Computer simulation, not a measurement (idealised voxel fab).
The following is a process module called voxel trench capacitor.
cross-section cut | 240 nm wide | cells 5 nm
For the purposes of this document, a cross-section shall be understood as a grid of square cells, specified as bands listed in top-to-bottom order, each band consisting of one or more rows of cells.
Read a band's entry like this: the first values are the height of its top and the height of its bottom in nm, and what follows is the sequence of materials from left to right, each with its width in nm. Note that "empty" is empty space, and that a single material marked "edge to edge" reaches across the band from edge to edge.
Where do heights start? At 0: under that level the wafer as delivered is made of one material only. And the lowest band has no floor; it just carries on downward, as in "from 0 down".
When a width is written as two numbers, as in "30->40", the first number is the width in the top row of cells of the band and the second is the width in its bottom row, and the width changes by the same amount from each row to the next.
The cross-section has no changed cell in any step marked "stayed the same".
Each empty space that has no open way to the top and spans at least 8 cells appears under "Enclosed void entries" as width x height at distance, the distance counted from the left edge, all in nm.
Anything after a step's settings on that line? It's the simulator's own note about the step.
You can add "overlay nm" to a step's line. For a step with a mask, it describes how far the mask lay to the right of its planned position, and a negative number describes a lay to the left.
THE STEPS PLANNED FOR THE PROCESS ARE AS FOLLOWS
1. RECEIVE | material Si
2. CONFORMAL_DEP | material SiN | thk nm 10
3. PATTERN | tone open | mask id TRENCH | material resist | width nm 25 | pitch nm 50 | thk nm 15 | overlay nm 0
4. DIRECTIONAL_ETCH | etch materials SiN | depth nm 10
5. DIRECTIONAL_ETCH | etch materials Si | depth nm 40
6. STRIP | etch materials resist
7. CONFORMAL_DEP | material HfO2 | thk nm 5
8. CONFORMAL_DEP | material TiN | thk nm 5
9. FILL_DEP | material W | thk nm 5
10. CMP | height nm 10
Be aware that, although all wafers share a common starting state, the thk nm at step 8 differs among them, and the plan displays the first wafer's value.
FIRST WAFER OF SEVERAL, AS RECEIVED: CROSS-SECTION AFTER STEP 1
    from 0 down: Si edge to edge
    Enclosed void entries: none
FIRST OF SEVERAL WAFERS: CROSS-SECTION AT THE END OF THE MODULE, AFTER STEP 10, ITS LAST STEP
    from 10 to 0: SiN=55; HfO2=5; TiN=5; W=5; TiN=5; HfO2=5; SiN=25; HfO2=5; TiN=5; W=5; TiN=5; HfO2=5; SiN=25; HfO2=5; TiN=5; W=5; TiN=5; HfO2=5; SiN=60
    from 0 to -30: Si=55; HfO2=5; TiN=5; W=5; TiN=5; HfO2=5; Si=25; HfO2=5; TiN=5; W=5; TiN=5; HfO2=5; Si=25; HfO2=5; TiN=5; W=5; TiN=5; HfO2=5; Si=60
    from -30 to -35: Si=55; HfO2=5; TiN=15; HfO2=5; Si=25; HfO2=5; TiN=15; HfO2=5; Si=25; HfO2=5; TiN=15; HfO2=5; Si=60
    from -35 to -40: Si=55; HfO2=25; Si=25; HfO2=25; Si=25; HfO2=25; Si=60
    from -40 down: Si edge to edge
    Enclosed void entries: none
LAST WAFER X-SEC, END OF MODULE
    from 10 to 0: SiN=55; HfO2=5; TiN=15; HfO2=5; SiN=25; HfO2=5; TiN=15; HfO2=5; SiN=25; HfO2=5; TiN=15; HfO2=5; SiN=60
    from 0 to -35: Si=55; HfO2=5; TiN=15; HfO2=5; Si=25; HfO2=5; TiN=15; HfO2=5; Si=25; HfO2=5; TiN=15; HfO2=5; Si=60
    from -35 to -40: Si=55; HfO2=25; Si=25; HfO2=25; Si=25; HfO2=25; Si=60
    from -40 down: Si edge to edge
    Enclosed void entries: none
EVERY ROW IN THIS TABLE IS A WAFER AT THE END OF THE MODULE, AND IT GIVES, FOR EACH OF THE MATERIALS, THE CELLS THAT WAFER HAS GAINED (+) OR LOST (-) SINCE IT WAS RECEIVED, THEN ITS CLOSED VOIDS
thk nm 5 | +69 HfO2 | -120 Si | +66 SiN | +57 TiN | +24 W | Enclosed void entries: none
thk nm 10 | +69 HfO2 | -120 Si | +66 SiN | +81 TiN | Enclosed void entries: none
thk nm 15 | +69 HfO2 | -120 Si | +66 SiN | +81 TiN | Enclosed void entries: none
thk nm 20 | +69 HfO2 | -120 Si | +66 SiN | +81 TiN | Enclosed void entries: none
